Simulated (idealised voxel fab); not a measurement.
The following is a process module called voxel capacitor over wiring.
FYI the section here is cut, 150 nm wide, cells are 5 nm squares.
Throughout this document, each cross-section is represented as a grid of square cells and is presented as a sequence of bands enumerated from the top downward, where a band comprises one or more rows of cells. For a band, the entry starts with two heights in nm, that of the top and then that of the bottom, and carries on with the band's materials in order from left to right, each alongside its width in nm; the word "full width" beside a single material means it fills the band edge to edge, and "blank" means empty space. Heights from 0 (as-received wafer is one material below). Bottom band endless downward, as "from 0 down". Top row gets the first number, bottom row gets the second, and each row in between changes by the same step: that is how a band width like "30->40" works. "nothing altered" (step): cross-section cells unchanged, all of them. For the entry "Enclosed cavity list", the listed items are empty spaces with no open way to the top whose size is 8 cells or more; each item follows the pattern width x height at distance, where distance is from the left edge and all three are in nm. Whatever follows a step's settings on its line is a remark the simulator itself makes about that step. Regarding "overlay nm": on a step with a mask, it is the distance the mask lay to the right of its planned place; a negative value places it to the left.
### Planned step list for the process
1: RECEIVE,material Si
2: CONFORMAL_DEP,material SiO2,thk nm 15
3: CONFORMAL_DEP,material SiCN,thk nm 5
4: DIRECTIONAL_DEP,material lowk,thk nm 20
5: DIRECTIONAL_DEP,material aC,thk nm 15
6: PATTERN,tone open,mask id METAL_1,material resist,width nm 20,pitch nm 90,thk nm 35,overlay nm 0
7: DIRECTIONAL_ETCH,etch materials aC,depth nm 15
8: STRIP,etch materials resist
9: DIRECTIONAL_ETCH,etch materials lowk,depth nm 20
10: DIRECTIONAL_ETCH,etch materials SiCN,depth nm 5
11: STRIP,etch materials aC
12: CONFORMAL_DEP,material TiN,thk nm 5
13: FILL_DEP,material Cu,thk nm 10
14: CMP,height nm 40
15: CONFORMAL_DEP,material SiCN,thk nm 5
16: DIRECTIONAL_DEP,material SiO2,thk nm 10
17: DIRECTIONAL_DEP,material aC,thk nm 10
18: PATTERN,tone open,mask id PLUG_1,material resist,width nm 15,thk nm 25,overlay nm 0
19: DIRECTIONAL_ETCH,etch materials aC,depth nm 10
20: STRIP,etch materials resist
21: DIRECTIONAL_ETCH,etch materials SiO2,depth nm 10
22: DIRECTIONAL_ETCH,etch materials SiCN,depth nm 5
23: STRIP,etch materials aC
24: EPI,material Ru,thk nm 10
25: EPI,material Ru,thk nm 5
26: DIRECTIONAL_DEP,material TiN,thk nm 10
27: DIRECTIONAL_DEP,material SiN,thk nm 5
28: DIRECTIONAL_DEP,material TiN,thk nm 10
29: MASKED_ETCH,tone cover,mask id UPPER_PLATE,width nm 75,etch materials TiN,depth nm 10,overlay nm 0
30: MASKED_ETCH,tone cover,mask id UPPER_PLATE,width nm 75,etch materials SiN,depth nm 5,overlay nm 0
31: MASKED_ETCH,tone cover,mask id LOWER_PLATE,width nm 85,etch materials TiN,depth nm 10,overlay nm 0
32: FILL_DEP,material SiO2,thk nm 15
33: CMP,height nm 90
34: MASKED_ETCH,tone open,mask id PLUG_2,width nm 15,etch materials SiO2,depth nm 10,overlay nm 0
35: CONFORMAL_DEP,material TiN,thk nm 5
36: FILL_DEP,material Cu,thk nm 10
37: CMP,height nm 90
38: CONFORMAL_DEP,material SiCN,thk nm 5
### Wafer as received: cross-section following step 1
    from 0 down = Si full width
    Enclosed cavity list: none
### The cross-section shown corresponds to the wafer at the conclusion of the module. The initial structure and the process plan are those presented above; however, one mistake occurred in executing the plan
    from 95 to 90 = SiCN full width
    from 90 to 85 = Cu=30 / TiN=5 / SiO2=15 / TiN=5 / Cu=95
    from 85 to 80 = TiN=35 / SiO2=15 / TiN=100
    from 80 to 70 = SiO2=25 / TiN=75 / SiO2=50
    from 70 to 65 = SiO2=25 / SiN=75 / SiO2=50
    from 65 to 55 = SiO2=20 / TiN=85 / SiO2=45
    from 55 to 45 = SiO2=25 / Ru=15 / SiO2=110
    from 45 to 40 = SiCN=25 / Ru=15 / SiCN=110
    from 40 to 20 = lowk=20 / TiN=5 / Cu=10 / TiN=5 / lowk=70 / TiN=5 / Cu=10 / TiN=5 / lowk=20
    from 20 to 15 = SiCN=20 / TiN=20 / SiCN=70 / TiN=20 / SiCN=20
    from 15 to 0 = SiO2 full width
    from 0 down = Si full width
    Enclosed cavity list: none
The plan and the run diverged here: step 34 did not use the planned setting and instead ran as MASKED_ETCH,tone cover,mask id PLUG_2,width nm 15,etch materials SiO2,depth nm 10,overlay nm 0
